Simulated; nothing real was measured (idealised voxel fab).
You're looking at the process module voxel self aligned vias.
Square cell edge 5 nm, section width 260 nm, ID cut.
A cross-section is a grid of square cells, given in bands from the top down. A band is one or more rows of cells.
Basically the band line says how high the top is and how high the bottom is, in nm, and then what's in it from left to right, every material with its width in nm. Empty space shows up as "blank", and if a single material carries "all across" it runs the full band edge to edge.
Where do heights start? At 0: under that level the wafer as delivered is made of one material only. And the lowest band has no floor; it just carries on downward, as in "0 -> down".
Quick explanation for "30..40": the width changes in equal steps down the rows of cells, from the first number in the band's top row to the second number in its bottom row.
Where the words "no modification" appear for a step, the cross-section shows no cell changed by that step; every cell remained as before.
The label "Fully sealed voids" introduces a list of the empty spaces, 8 cells or larger, that have no open way up to the top; each entry in it reads width x height at distance, where the distance is taken from the left edge and all three are stated in nm.
Step line, after settings: the simulator's comment on this step.
overlay nm: where the mask lay relative to plan, measured to the right, on steps with a mask; negatives go left.
The remainder of this document consists of a sequence of paired cross-sections. Each pair presents the cross-section prior to one process step together with the cross-section following it, the latter being rendered only as deep as the lowest band that underwent change. The intervening step, together with its settings, is stated beneath each pair. Because the pairs may originate from different runs of this module on the same starting wafer, a given pair is to be read as continuing from the preceding pair only where its entry headed "Before the step" so indicates.
# Before the step
* 0 -> down: Si all across
* Fully sealed voids: none
# Post-Step Appearance
* 15 -> 0: SiO2 all across
* Anything lower than 0 is untouched.
* Fully sealed voids: none
What was done to get from the upper cross-section to the lower one? CONFORMAL_DEP, material SiO2, thk nm 15
Before the step: the state before this step is the cross-section shown after the step in the pair just above.
# Post-Step Appearance
* 20 -> 15: SiCN all across
* Anything lower than 15 is untouched.
* Fully sealed voids: none
What was done to get from the upper cross-section to the lower one? CONFORMAL_DEP, material SiCN, thk nm 5
Before the step: the state before this step is the cross-section shown after the step in the pair just above.
# Post-Step Appearance
* 50 -> 20: SiO2 all across
* Anything lower than 20 is untouched.
* Fully sealed voids: none
What was done to get from the upper cross-section to the lower one? DIRECTIONAL_DEP, material SiO2, thk nm 30
Before the step: the state before this step is the cross-section shown after the step in the pair just above.
# Post-Step Appearance
* 70 -> 50: resist 55 | blank 30 | resist 30 | blank 30 | resist 30 | blank 30 | resist 55
* Anything lower than 50 is untouched.
* Fully sealed voids: none
What was done to get from the upper cross-section to the lower one? PATTERN, tone open, mask id LINES, material resist, width nm 30, pitch nm 60, thk nm 20, overlay nm 0
Before the step: the state before this step is the cross-section shown after the step in the pair just above.
# Post-Step Appearance
* 70 -> 50: resist 55 | blank 30 | resist 30 | blank 30 | resist 30 | blank 30 | resist 55
* 50 -> 20: SiO2 55 | blank 30 | SiO2 30 | blank 30 | SiO2 30 | blank 30 | SiO2 55
* Anything lower than 20 is untouched.
* Fully sealed voids: none
What was done to get from the upper cross-section to the lower one? DIRECTIONAL_ETCH, etch materials SiO2, depth nm 30
Before the step: the state before this step is the cross-section shown after the step in the pair just above.
# Post-Step Appearance
* 50 -> 20: SiO2 55 | blank 30 | SiO2 30 | blank 30 | SiO2 30 | blank 30 | SiO2 55
* Anything lower than 20 is untouched.
* Fully sealed voids: none
What was done to get from the upper cross-section to the lower one? STRIP, etch materials resist
Before the step: the state before this step is the cross-section shown after the step in the pair just above.
# Post-Step Appearance
* 55 -> 50: TiN 60 | blank 20 | TiN 40 | blank 20 | TiN 40 | blank 20 | TiN 60
* 50 -> 25: SiO2 55 | TiN 5 | blank 20 | TiN 5 | SiO2 30 | TiN 5 | blank 20 | TiN 5 | SiO2 30 | TiN 5 | blank 20 | TiN 5 | SiO2 55
* 25 -> 20: SiO2 55 | TiN 30 | SiO2 30 | TiN 30 | SiO2 30 | TiN 30 | SiO2 55
* Anything lower than 20 is untouched.
* Fully sealed voids: none
What was done to get from the upper cross-section to the lower one? CONFORMAL_DEP, material TiN, thk nm 5
Before the step: the state before this step is the cross-section shown after the step in the pair just above.
# Post-Step Appearance
* 65 -> 55: Ru all across
* 55 -> 50: TiN 60 | Ru 20 | TiN 40 | Ru 20 | TiN 40 | Ru 20 | TiN 60
* 50 -> 25: SiO2 55 | TiN 5 | Ru 20 | TiN 5 | SiO2 30 | TiN 5 | Ru 20 | TiN 5 | SiO2 30 | TiN 5 | Ru 20 | TiN 5 | SiO2 55
* Anything lower than 25 is untouched.
* Fully sealed voids: none
What was done to get from the upper cross-section to the lower one? FILL_DEP, material Ru, thk nm 10
Before the step: the state before this step is the cross-section shown after the step in the pair just above.
# Post-Step Appearance
* 50 -> 25: SiO2 55 | TiN 5 | Ru 20 | TiN 5 | SiO2 30 | TiN 5 | Ru 20 | TiN 5 | SiO2 30 | TiN 5 | Ru 20 | TiN 5 | SiO2 55
* Anything lower than 25 is untouched.
* Fully sealed voids: none
What was done to get from the upper cross-section to the lower one? CMP, height nm 50
Before the step: the state before this step is the cross-section shown after the step in the pair just above.
# Post-Step Appearance
* 50 -> 45: SiO2 55 | blank 30 | SiO2 30 | blank 30 | SiO2 30 | blank 30 | SiO2 55
* Anything lower than 45 is untouched.
* Fully sealed voids: none
What was done to get from the upper cross-section to the lower one? SELECTIVE_ETCH, etch materials W Ru TiN, depth nm 5
Before the step: the state before this step is the cross-section shown after the step in the pair just above.
# Post-Step Appearance
* 60 -> 50: SiN all across
* 50 -> 45: SiO2 55 | SiN 30 | SiO2 30 | SiN 30 | SiO2 30 | SiN 30 | SiO2 55
* Anything lower than 45 is untouched.
* Fully sealed voids: none
What was done to get from the upper cross-section to the lower one? FILL_DEP, material SiN, thk nm 10
Before the step: the state before this step is the cross-section shown after the step in the pair just above.
# Post-Step Appearance
* 50 -> 45: SiO2 55 | SiN 30 | SiO2 30 | SiN 30 | SiO2 30 | SiN 30 | SiO2 55
* Anything lower than 45 is untouched.
* Fully sealed voids: none
What was done to get from the upper cross-section to the lower one? CMP, height nm 50
Before the step: the state before this step is the cross-section shown after the step in the pair just above.
# Post-Step Appearance
* 65 -> 50: SiO2 all across
* Anything lower than 50 is untouched.
* Fully sealed voids: none
What was done to get from the upper cross-section to the lower one? DIRECTIONAL_DEP, material SiO2, thk nm 15
Before the step: the state before this step is the cross-section shown after the step in the pair just above.
# Post-Step Appearance
* 65 -> 50: SiO2 50 | blank 40 | SiO2 20 | blank 40 | SiO2 20 | blank 40 | SiO2 50
* Anything lower than 50 is untouched.
* Fully sealed voids: none
What was done to get from the upper cross-section to the lower one? MASKED_ETCH, tone open, mask id VIAS, width nm 40, pitch nm 60, etch materials SiO2, depth nm 15, overlay nm 0
Before the step: the state before this step is the cross-section shown after the step in the pair just above.
# Post-Step Appearance
* 65 -> 50: SiO2 50 | blank 40 | SiO2 20 | blank 40 | SiO2 20 | blank 40 | SiO2 50
* 50 -> 45: SiO2 55 | blank 30 | SiO2 30 | blank 30 | SiO2 30 | blank 30 | SiO2 55
* Anything lower than 45 is untouched.
* Fully sealed voids: none
What was done to get from the upper cross-section to the lower one? MASKED_ETCH, tone open, mask id VIAS, width nm 40, pitch nm 60, etch materials SiN, depth nm 5, overlay nm 0
Before the step: the state before this step is the cross-section shown after the step in the pair just above.
# Post-Step Appearance
* 70 -> 65: TiN 55 | blank 30 | TiN 30 | blank 30 | TiN 30 | blank 30 | TiN 55
* 65 -> 55: SiO2 50 | TiN 5 | blank 30 | TiN 5 | SiO2 20 | TiN 5 | blank 30 | TiN 5 | SiO2 20 | TiN 5 | blank 30 | TiN 5 | SiO2 50
* 55 -> 50: SiO2 50 | TiN 10 | blank 20 | TiN 10 | SiO2 20 | TiN 10 | blank 20 | TiN 10 | SiO2 20 | TiN 10 | blank 20 | TiN 10 | SiO2 50
* 50 -> 45: SiO2 55 | TiN 30 | SiO2 30 | TiN 30 | SiO2 30 | TiN 30 | SiO2 55
* Anything lower than 45 is untouched.
* Fully sealed voids: none
What was done to get from the upper cross-section to the lower one? CONFORMAL_DEP, material TiN, thk nm 5
Before the step: the state before this step is the cross-section shown after the step in the pair just above.
# Post-Step Appearance
* 80 -> 70: W all across
* 70 -> 65: TiN 55 | W 30 | TiN 30 | W 30 | TiN 30 | W 30 | TiN 55
* 65 -> 55: SiO2 50 | TiN 5 | W 30 | TiN 5 | SiO2 20 | TiN 5 | W 30 | TiN 5 | SiO2 20 | TiN 5 | W 30 | TiN 5 | SiO2 50
* 55 -> 50: SiO2 50 | TiN 10 | W 20 | TiN 10 | SiO2 20 | TiN 10 | W 20 | TiN 10 | SiO2 20 | TiN 10 | W 20 | TiN 10 | SiO2 50
* Anything lower than 50 is untouched.
* Fully sealed voids: none
What was done to get from the upper cross-section to the lower one? FILL_DEP, material W, thk nm 10
Before the step: the state before this step is the cross-section shown after the step in the pair just above.
# Post-Step Appearance
* 65 -> 55: SiO2 50 | TiN 5 | W 30 | TiN 5 | SiO2 20 | TiN 5 | W 30 | TiN 5 | SiO2 20 | TiN 5 | W 30 | TiN 5 | SiO2 50
* Anything lower than 55 is untouched.
* Fully sealed voids: none
What was done to get from the upper cross-section to the lower one? CMP, height nm 65
Before the step: the state before this step is the cross-section shown after the step in the pair just above.
# Post-Step Appearance
* 70 -> 65: SiCN all across
* Anything lower than 65 is untouched.
* Fully sealed voids: none
What was done to get from the upper cross-section to the lower one? CONFORMAL_DEP, material SiCN, thk nm 5
# Before the step
* 0 -> down: Si all across
* Fully sealed voids: none
# Post-Step Appearance
* 5 -> 0: SiCN all across
* Anything lower than 0 is untouched.
* Fully sealed voids: none
What was done to get from the upper cross-section to the lower one? CONFORMAL_DEP, material SiCN, thk nm 5
Before the step: the state before this step is the cross-section shown after the step in the pair just above.
# Post-Step Appearance
* 35 -> 5: SiO2 all across
* Anything lower than 5 is untouched.
* Fully sealed voids: none
What was done to get from the upper cross-section to the lower one? DIRECTIONAL_DEP, material SiO2, thk nm 30
Before the step: the state before this step is the cross-section shown after the step in the pair just above.
# Post-Step Appearance
* 55 -> 35: resist 55 | blank 30 | resist 30 | blank 30 | resist 30 | blank 30 | resist 55
* Anything lower than 35 is untouched.
* Fully sealed voids: none
What was done to get from the upper cross-section to the lower one? PATTERN, tone open, mask id LINES, material resist, width nm 30, pitch nm 60, thk nm 20, overlay nm 0
Before the step: the state before this step is the cross-section shown after the step in the pair just above.
# Post-Step Appearance
* 55 -> 35: resist 55 | blank 30 | resist 30 | blank 30 | resist 30 | blank 30 | resist 55
* 35 -> 5: SiO2 55 | blank 30 | SiO2 30 | blank 30 | SiO2 30 | blank 30 | SiO2 55
* Anything lower than 5 is untouched.
* Fully sealed voids: none
What was done to get from the upper cross-section to the lower one? DIRECTIONAL_ETCH, etch materials SiO2, depth nm 30
Before the step: the state before this step is the cross-section shown after the step in the pair just above.
# Post-Step Appearance
* 35 -> 5: SiO2 55 | blank 30 | SiO2 30 | blank 30 | SiO2 30 | blank 30 | SiO2 55
* Anything lower than 5 is untouched.
* Fully sealed voids: none
What was done to get from the upper cross-section to the lower one? STRIP, etch materials resist
Before the step: the state before this step is the cross-section shown after the step in the pair just above.
# Post-Step Appearance
* 40 -> 35: TiN 60 | blank 20 | TiN 40 | blank 20 | TiN 40 | blank 20 | TiN 60
* 35 -> 10: SiO2 55 | TiN 5 | blank 20 | TiN 5 | SiO2 30 | TiN 5 | blank 20 | TiN 5 | SiO2 30 | TiN 5 | blank 20 | TiN 5 | SiO2 55
* 10 -> 5: SiO2 55 | TiN 30 | SiO2 30 | TiN 30 | SiO2 30 | TiN 30 | SiO2 55
* Anything lower than 5 is untouched.
* Fully sealed voids: none
What was done to get from the upper cross-section to the lower one? CONFORMAL_DEP, material TiN, thk nm 5
Before the step: the state before this step is the cross-section shown after the step in the pair just above.
# Post-Step Appearance
* 50 -> 40: Ru all across
* 40 -> 35: TiN 60 | Ru 20 | TiN 40 | Ru 20 | TiN 40 | Ru 20 | TiN 60
* 35 -> 10: SiO2 55 | TiN 5 | Ru 20 | TiN 5 | SiO2 30 | TiN 5 | Ru 20 | TiN 5 | SiO2 30 | TiN 5 | Ru 20 | TiN 5 | SiO2 55
* Anything lower than 10 is untouched.
* Fully sealed voids: none
What was done to get from the upper cross-section to the lower one? FILL_DEP, material Ru, thk nm 10
Before the step: the state before this step is the cross-section shown after the step in the pair just above.
# Post-Step Appearance
* 45 -> 40: Ru all across
* Anything lower than 40 is untouched.
* Fully sealed voids: none
What was done to get from the upper cross-section to the lower one? SELECTIVE_ETCH, etch materials W Ru TiN, depth nm 5
Before the step: the state before this step is the cross-section shown after the step in the pair just above.
# Post-Step Appearance
* 55 -> 45: SiN all across
* Anything lower than 45 is untouched.
* Fully sealed voids: none
What was done to get from the upper cross-section to the lower one? FILL_DEP, material SiN, thk nm 10
Before the step: the state before this step is the cross-section shown after the step in the pair just above.
# Post-Step Appearance
* 50 -> 45: SiN all across
* Anything lower than 45 is untouched.
* Fully sealed voids: none
What was done to get from the upper cross-section to the lower one? CMP, height nm 50
Before the step: the state before this step is the cross-section shown after the step in the pair just above.
# Post-Step Appearance
* 65 -> 50: SiO2 all across
* Anything lower than 50 is untouched.
* Fully sealed voids: none
What was done to get from the upper cross-section to the lower one? DIRECTIONAL_DEP, material SiO2, thk nm 15
Before the step: the state before this step is the cross-section shown after the step in the pair just above.
# Post-Step Appearance
* 65 -> 50: SiO2 50 | blank 40 | SiO2 20 | blank 40 | SiO2 20 | blank 40 | SiO2 50
* Anything lower than 50 is untouched.
* Fully sealed voids: none
What was done to get from the upper cross-section to the lower one? MASKED_ETCH, tone open, mask id VIAS, width nm 40, pitch nm 60, etch materials SiO2, depth nm 15, overlay nm 0
Before the step: the state before this step is the cross-section shown after the step in the pair just above.
# Post-Step Appearance
* 65 -> 50: SiO2 50 | blank 40 | SiO2 20 | blank 40 | SiO2 20 | blank 40 | SiO2 50
* 50 -> 45: SiN 50 | blank 40 | SiN 20 | blank 40 | SiN 20 | blank 40 | SiN 50
* Anything lower than 45 is untouched.
* Fully sealed voids: none
What was done to get from the upper cross-section to the lower one? MASKED_ETCH, tone open, mask id VIAS, width nm 40, pitch nm 60, etch materials SiN, depth nm 5, overlay nm 0
Before the step: the state before this step is the cross-section shown after the step in the pair just above.
# Post-Step Appearance
* 70 -> 65: TiN 55 | blank 30 | TiN 30 | blank 30 | TiN 30 | blank 30 | TiN 55
* 65 -> 50: SiO2 50 | TiN 5 | blank 30 | TiN 5 | SiO2 20 | TiN 5 | blank 30 | TiN 5 | SiO2 20 | TiN 5 | blank 30 | TiN 5 | SiO2 50
* 50 -> 45: SiN 50 | TiN 40 | SiN 20 | TiN 40 | SiN 20 | TiN 40 | SiN 50
* Anything lower than 45 is untouched.
* Fully sealed voids: none
What was done to get from the upper cross-section to the lower one? CONFORMAL_DEP, material TiN, thk nm 5
Before the step: the state before this step is the cross-section shown after the step in the pair just above.
# Post-Step Appearance
* 80 -> 70: W all across
* 70 -> 65: TiN 55 | W 30 | TiN 30 | W 30 | TiN 30 | W 30 | TiN 55
* 65 -> 50: SiO2 50 | TiN 5 | W 30 | TiN 5 | SiO2 20 | TiN 5 | W 30 | TiN 5 | SiO2 20 | TiN 5 | W 30 | TiN 5 | SiO2 50
* Anything lower than 50 is untouched.
* Fully sealed voids: none
What was done to get from the upper cross-section to the lower one? FILL_DEP, material W, thk nm 10
Before the step: the state before this step is the cross-section shown after the step in the pair just above.
# Post-Step Appearance
* 65 -> 50: SiO2 50 | TiN 5 | W 30 | TiN 5 | SiO2 20 | TiN 5 | W 30 | TiN 5 | SiO2 20 | TiN 5 | W 30 | TiN 5 | SiO2 50
* Anything lower than 50 is untouched.
* Fully sealed voids: none
What was done to get from the upper cross-section to the lower one? CMP, height nm 65
Before the step: the state before this step is the cross-section shown after the step in the pair just above.
# Post-Step Appearance
* 70 -> 65: SiCN all across
* Anything lower than 65 is untouched.
* Fully sealed voids: none
What was done to get from the upper cross-section to the lower one? CONFORMAL_DEP, material SiCN, thk nm 5
# Before the step
* 15 -> 0: SiO2 all across
* 0 -> down: Si all across
* Fully sealed voids: none
# Post-Step Appearance
* 30 -> 0: SiO2 all across
* Anything lower than 0 is untouched.
* Fully sealed voids: none
What was done to get from the upper cross-section to the lower one? CONFORMAL_DEP, material SiO2, thk nm 15
Before the step: the state before this step is the cross-section shown after the step in the pair just above.
# Post-Step Appearance
* 35 -> 30: SiCN all across
* Anything lower than 30 is untouched.
* Fully sealed voids: none
What was done to get from the upper cross-section to the lower one? CONFORMAL_DEP, material SiCN, thk nm 5
Before the step: the state before this step is the cross-section shown after the step in the pair just above.
# Post-Step Appearance
* 65 -> 35: SiO2 all across
* Anything lower than 35 is untouched.
* Fully sealed voids: none
What was done to get from the upper cross-section to the lower one? DIRECTIONAL_DEP, material SiO2, thk nm 30
Before the step: the state before this step is the cross-section shown after the step in the pair just above.
# Post-Step Appearance
* 85 -> 65: resist 55 | blank 30 | resist 30 | blank 30 | resist 30 | blank 30 | resist 55
* Anything lower than 65 is untouched.
* Fully sealed voids: none
What was done to get from the upper cross-section to the lower one? PATTERN, tone open, mask id LINES, material resist, width nm 30, pitch nm 60, thk nm 20, overlay nm 0
Before the step: the state before this step is the cross-section shown after the step in the pair just above.
# Post-Step Appearance
* 85 -> 65: resist 55 | blank 30 | resist 30 | blank 30 | resist 30 | blank 30 | resist 55
* 65 -> 35: SiO2 55 | blank 30 | SiO2 30 | blank 30 | SiO2 30 | blank 30 | SiO2 55
* Anything lower than 35 is untouched.
* Fully sealed voids: none
What was done to get from the upper cross-section to the lower one? DIRECTIONAL_ETCH, etch materials SiO2, depth nm 30
Before the step: the state before this step is the cross-section shown after the step in the pair just above.
# Post-Step Appearance
* 65 -> 35: SiO2 55 | blank 30 | SiO2 30 | blank 30 | SiO2 30 | blank 30 | SiO2 55
* Anything lower than 35 is untouched.
* Fully sealed voids: none
What was done to get from the upper cross-section to the lower one? STRIP, etch materials resist
Before the step: the state before this step is the cross-section shown after the step in the pair just above.
# Post-Step Appearance
* 70 -> 65: TiN 60 | blank 20 | TiN 40 | blank 20 | TiN 40 | blank 20 | TiN 60
* 65 -> 40: SiO2 55 | TiN 5 | blank 20 | TiN 5 | SiO2 30 | TiN 5 | blank 20 | TiN 5 | SiO2 30 | TiN 5 | blank 20 | TiN 5 | SiO2 55
* 40 -> 35: SiO2 55 | TiN 30 | SiO2 30 | TiN 30 | SiO2 30 | TiN 30 | SiO2 55
* Anything lower than 35 is untouched.
* Fully sealed voids: none
What was done to get from the upper cross-section to the lower one? CONFORMAL_DEP, material TiN, thk nm 5
Before the step: the state before this step is the cross-section shown after the step in the pair just above.
# Post-Step Appearance
* 80 -> 70: Ru all across
* 70 -> 65: TiN 60 | Ru 20 | TiN 40 | Ru 20 | TiN 40 | Ru 20 | TiN 60
* 65 -> 40: SiO2 55 | TiN 5 | Ru 20 | TiN 5 | SiO2 30 | TiN 5 | Ru 20 | TiN 5 | SiO2 30 | TiN 5 | Ru 20 | TiN 5 | SiO2 55
* Anything lower than 40 is untouched.
* Fully sealed voids: none
What was done to get from the upper cross-section to the lower one? FILL_DEP, material Ru, thk nm 10
Before the step: the state before this step is the cross-section shown after the step in the pair just above.
# Post-Step Appearance
* 50 -> 40: SiO2 55 | TiN 5 | Ru 20 | TiN 5 | SiO2 30 | TiN 5 | Ru 20 | TiN 5 | SiO2 30 | TiN 5 | Ru 20 | TiN 5 | SiO2 55
* Anything lower than 40 is untouched.
* Fully sealed voids: none
What was done to get from the upper cross-section to the lower one? CMP, height nm 50
Before the step: the state before this step is the cross-section shown after the step in the pair just above.
# Post-Step Appearance
* 50 -> 45: SiO2 55 | blank 30 | SiO2 30 | blank 30 | SiO2 30 | blank 30 | SiO2 55
* Anything lower than 45 is untouched.
* Fully sealed voids: none
What was done to get from the upper cross-section to the lower one? SELECTIVE_ETCH, etch materials W Ru TiN, depth nm 5
Before the step: the state before this step is the cross-section shown after the step in the pair just above.
# Post-Step Appearance
* 60 -> 50: SiN all across
* 50 -> 45: SiO2 55 | SiN 30 | SiO2 30 | SiN 30 | SiO2 30 | SiN 30 | SiO2 55
* Anything lower than 45 is untouched.
* Fully sealed voids: none
What was done to get from the upper cross-section to the lower one? FILL_DEP, material SiN, thk nm 10
Before the step: the state before this step is the cross-section shown after the step in the pair just above.
# Post-Step Appearance
* 50 -> 45: SiO2 55 | SiN 30 | SiO2 30 | SiN 30 | SiO2 30 | SiN 30 | SiO2 55
* Anything lower than 45 is untouched.
* Fully sealed voids: none
What was done to get from the upper cross-section to the lower one? CMP, height nm 50
Before the step: the state before this step is the cross-section shown after the step in the pair just above.
# Post-Step Appearance
* 65 -> 50: SiO2 all across
* Anything lower than 50 is untouched.
* Fully sealed voids: none
What was done to get from the upper cross-section to the lower one? DIRECTIONAL_DEP, material SiO2, thk nm 15
Before the step: the state before this step is the cross-section shown after the step in the pair just above.
# Post-Step Appearance
* 65 -> 50: SiO2 50 | blank 40 | SiO2 20 | blank 40 | SiO2 20 | blank 40 | SiO2 50
* Anything lower than 50 is untouched.
* Fully sealed voids: none
What was done to get from the upper cross-section to the lower one? MASKED_ETCH, tone open, mask id VIAS, width nm 40, pitch nm 60, etch materials SiO2, depth nm 15, overlay nm 0
Before the step: the state before this step is the cross-section shown after the step in the pair just above.
# Post-Step Appearance
* 65 -> 50: SiO2 50 | blank 40 | SiO2 20 | blank 40 | SiO2 20 | blank 40 | SiO2 50
* 50 -> 45: SiO2 55 | blank 30 | SiO2 30 | blank 30 | SiO2 30 | blank 30 | SiO2 55
* Anything lower than 45 is untouched.
* Fully sealed voids: none
What was done to get from the upper cross-section to the lower one? MASKED_ETCH, tone open, mask id VIAS, width nm 40, pitch nm 60, etch materials SiN, depth nm 5, overlay nm 0
Before the step: the state before this step is the cross-section shown after the step in the pair just above.
# Post-Step Appearance
* 70 -> 65: TiN 55 | blank 30 | TiN 30 | blank 30 | TiN 30 | blank 30 | TiN 55
* 65 -> 55: SiO2 50 | TiN 5 | blank 30 | TiN 5 | SiO2 20 | TiN 5 | blank 30 | TiN 5 | SiO2 20 | TiN 5 | blank 30 | TiN 5 | SiO2 50
* 55 -> 50: SiO2 50 | TiN 10 | blank 20 | TiN 10 | SiO2 20 | TiN 10 | blank 20 | TiN 10 | SiO2 20 | TiN 10 | blank 20 | TiN 10 | SiO2 50
* 50 -> 45: SiO2 55 | TiN 30 | SiO2 30 | TiN 30 | SiO2 30 | TiN 30 | SiO2 55
* Anything lower than 45 is untouched.
* Fully sealed voids: none
What was done to get from the upper cross-section to the lower one? CONFORMAL_DEP, material TiN, thk nm 5
Before the step: the state before this step is the cross-section shown after the step in the pair just above.
# Post-Step Appearance
* 80 -> 70: W all across
* 70 -> 65: TiN 55 | W 30 | TiN 30 | W 30 | TiN 30 | W 30 | TiN 55
* 65 -> 55: SiO2 50 | TiN 5 | W 30 | TiN 5 | SiO2 20 | TiN 5 | W 30 | TiN 5 | SiO2 20 | TiN 5 | W 30 | TiN 5 | SiO2 50
* 55 -> 50: SiO2 50 | TiN 10 | W 20 | TiN 10 | SiO2 20 | TiN 10 | W 20 | TiN 10 | SiO2 20 | TiN 10 | W 20 | TiN 10 | SiO2 50
* Anything lower than 50 is untouched.
* Fully sealed voids: none
What was done to get from the upper cross-section to the lower one? FILL_DEP, material W, thk nm 10
Before the step: the state before this step is the cross-section shown after the step in the pair just above.
# Post-Step Appearance
* 65 -> 55: SiO2 50 | TiN 5 | W 30 | TiN 5 | SiO2 20 | TiN 5 | W 30 | TiN 5 | SiO2 20 | TiN 5 | W 30 | TiN 5 | SiO2 50
* Anything lower than 55 is untouched.
* Fully sealed voids: none
What was done to get from the upper cross-section to the lower one? CMP, height nm 65
Before the step: the state before this step is the cross-section shown after the step in the pair just above.
# Post-Step Appearance
* 70 -> 65: SiCN all across
* Anything lower than 65 is untouched.
* Fully sealed voids: none
What was done to get from the upper cross-section to the lower one? CONFORMAL_DEP, material SiCN, thk nm 5
# Before the step
* 5 -> 0: SiCN all across
* 0 -> down: Si all across
* Fully sealed voids: none
# Post-Step Appearance
* 20 -> 5: SiO2 all across
* Anything lower than 5 is untouched.
* Fully sealed voids: none
What was done to get from the upper cross-section to the lower one? CONFORMAL_DEP, material SiO2, thk nm 15
Before the step: the state before this step is the cross-section shown after the step in the pair just above.
# Post-Step Appearance
* 50 -> 5: SiO2 all across
* Anything lower than 5 is untouched.
* Fully sealed voids: none
What was done to get from the upper cross-section to the lower one? DIRECTIONAL_DEP, material SiO2, thk nm 30
Before the step: the state before this step is the cross-section shown after the step in the pair just above.
# Post-Step Appearance
* 70 -> 50: resist 55 | blank 30 | resist 30 | blank 30 | resist 30 | blank 30 | resist 55
* Anything lower than 50 is untouched.
* Fully sealed voids: none
What was done to get from the upper cross-section to the lower one? PATTERN, tone open, mask id LINES, material resist, width nm 30, pitch nm 60, thk nm 20, overlay nm 0
Before the step: the state before this step is the cross-section shown after the step in the pair just above.
# Post-Step Appearance
* 70 -> 50: resist 55 | blank 30 | resist 30 | blank 30 | resist 30 | blank 30 | resist 55
* 50 -> 20: SiO2 55 | blank 30 | SiO2 30 | blank 30 | SiO2 30 | blank 30 | SiO2 55
* Anything lower than 20 is untouched.
* Fully sealed voids: none
What was done to get from the upper cross-section to the lower one? DIRECTIONAL_ETCH, etch materials SiO2, depth nm 30
Before the step: the state before this step is the cross-section shown after the step in the pair just above.
# Post-Step Appearance
* 50 -> 20: SiO2 55 | blank 30 | SiO2 30 | blank 30 | SiO2 30 | blank 30 | SiO2 55
* Anything lower than 20 is untouched.
* Fully sealed voids: none
What was done to get from the upper cross-section to the lower one? STRIP, etch materials resist
Before the step: the state before this step is the cross-section shown after the step in the pair just above.
# Post-Step Appearance
* 55 -> 50: TiN 60 | blank 20 | TiN 40 | blank 20 | TiN 40 | blank 20 | TiN 60
* 50 -> 25: SiO2 55 | TiN 5 | blank 20 | TiN 5 | SiO2 30 | TiN 5 | blank 20 | TiN 5 | SiO2 30 | TiN 5 | blank 20 | TiN 5 | SiO2 55
* 25 -> 20: SiO2 55 | TiN 30 | SiO2 30 | TiN 30 | SiO2 30 | TiN 30 | SiO2 55
* Anything lower than 20 is untouched.
* Fully sealed voids: none
What was done to get from the upper cross-section to the lower one? CONFORMAL_DEP, material TiN, thk nm 5
Before the step: the state before this step is the cross-section shown after the step in the pair just above.
# Post-Step Appearance
* 65 -> 55: Ru all across
* 55 -> 50: TiN 60 | Ru 20 | TiN 40 | Ru 20 | TiN 40 | Ru 20 | TiN 60
* 50 -> 25: SiO2 55 | TiN 5 | Ru 20 | TiN 5 | SiO2 30 | TiN 5 | Ru 20 | TiN 5 | SiO2 30 | TiN 5 | Ru 20 | TiN 5 | SiO2 55
* Anything lower than 25 is untouched.
* Fully sealed voids: none
What was done to get from the upper cross-section to the lower one? FILL_DEP, material Ru, thk nm 10
Before the step: the state before this step is the cross-section shown after the step in the pair just above.
# Post-Step Appearance
* 50 -> 25: SiO2 55 | TiN 5 | Ru 20 | TiN 5 | SiO2 30 | TiN 5 | Ru 20 | TiN 5 | SiO2 30 | TiN 5 | Ru 20 | TiN 5 | SiO2 55
* Anything lower than 25 is untouched.
* Fully sealed voids: none
What was done to get from the upper cross-section to the lower one? CMP, height nm 50
Before the step: the state before this step is the cross-section shown after the step in the pair just above.
# Post-Step Appearance
* 50 -> 45: SiO2 55 | blank 30 | SiO2 30 | blank 30 | SiO2 30 | blank 30 | SiO2 55
* Anything lower than 45 is untouched.
* Fully sealed voids: none
What was done to get from the upper cross-section to the lower one? SELECTIVE_ETCH, etch materials W Ru TiN, depth nm 5
Before the step: the state before this step is the cross-section shown after the step in the pair just above.
# Post-Step Appearance
* 60 -> 50: SiN all across
* 50 -> 45: SiO2 55 | SiN 30 | SiO2 30 | SiN 30 | SiO2 30 | SiN 30 | SiO2 55
* Anything lower than 45 is untouched.
* Fully sealed voids: none
What was done to get from the upper cross-section to the lower one? FILL_DEP, material SiN, thk nm 10
Before the step: the state before this step is the cross-section shown after the step in the pair just above.
# Post-Step Appearance
* 50 -> 45: SiO2 55 | SiN 30 | SiO2 30 | SiN 30 | SiO2 30 | SiN 30 | SiO2 55
* Anything lower than 45 is untouched.
* Fully sealed voids: none
What was done to get from the upper cross-section to the lower one? CMP, height nm 50
Before the step: the state before this step is the cross-section shown after the step in the pair just above.
# Post-Step Appearance
* 65 -> 50: SiO2 all across
* Anything lower than 50 is untouched.
* Fully sealed voids: none
What was done to get from the upper cross-section to the lower one? DIRECTIONAL_DEP, material SiO2, thk nm 15
Before the step: the state before this step is the cross-section shown after the step in the pair just above.
# Post-Step Appearance
* 65 -> 50: SiO2 50 | blank 40 | SiO2 20 | blank 40 | SiO2 20 | blank 40 | SiO2 50
* Anything lower than 50 is untouched.
* Fully sealed voids: none
What was done to get from the upper cross-section to the lower one? MASKED_ETCH, tone open, mask id VIAS, width nm 40, pitch nm 60, etch materials SiO2, depth nm 15, overlay nm 0
Before the step: the state before this step is the cross-section shown after the step in the pair just above.
# Post-Step Appearance
* 65 -> 50: SiO2 50 | blank 40 | SiO2 20 | blank 40 | SiO2 20 | blank 40 | SiO2 50
* 50 -> 45: SiO2 55 | blank 30 | SiO2 30 | blank 30 | SiO2 30 | blank 30 | SiO2 55
* Anything lower than 45 is untouched.
* Fully sealed voids: none
What was done to get from the upper cross-section to the lower one? MASKED_ETCH, tone open, mask id VIAS, width nm 40, pitch nm 60, etch materials SiN, depth nm 5, overlay nm 0
Before the step: the state before this step is the cross-section shown after the step in the pair just above.
# Post-Step Appearance
* 70 -> 65: TiN 55 | blank 30 | TiN 30 | blank 30 | TiN 30 | blank 30 | TiN 55
* 65 -> 55: SiO2 50 | TiN 5 | blank 30 | TiN 5 | SiO2 20 | TiN 5 | blank 30 | TiN 5 | SiO2 20 | TiN 5 | blank 30 | TiN 5 | SiO2 50
* 55 -> 50: SiO2 50 | TiN 10 | blank 20 | TiN 10 | SiO2 20 | TiN 10 | blank 20 | TiN 10 | SiO2 20 | TiN 10 | blank 20 | TiN 10 | SiO2 50
* 50 -> 45: SiO2 55 | TiN 30 | SiO2 30 | TiN 30 | SiO2 30 | TiN 30 | SiO2 55
* Anything lower than 45 is untouched.
* Fully sealed voids: none
What was done to get from the upper cross-section to the lower one? CONFORMAL_DEP, material TiN, thk nm 5
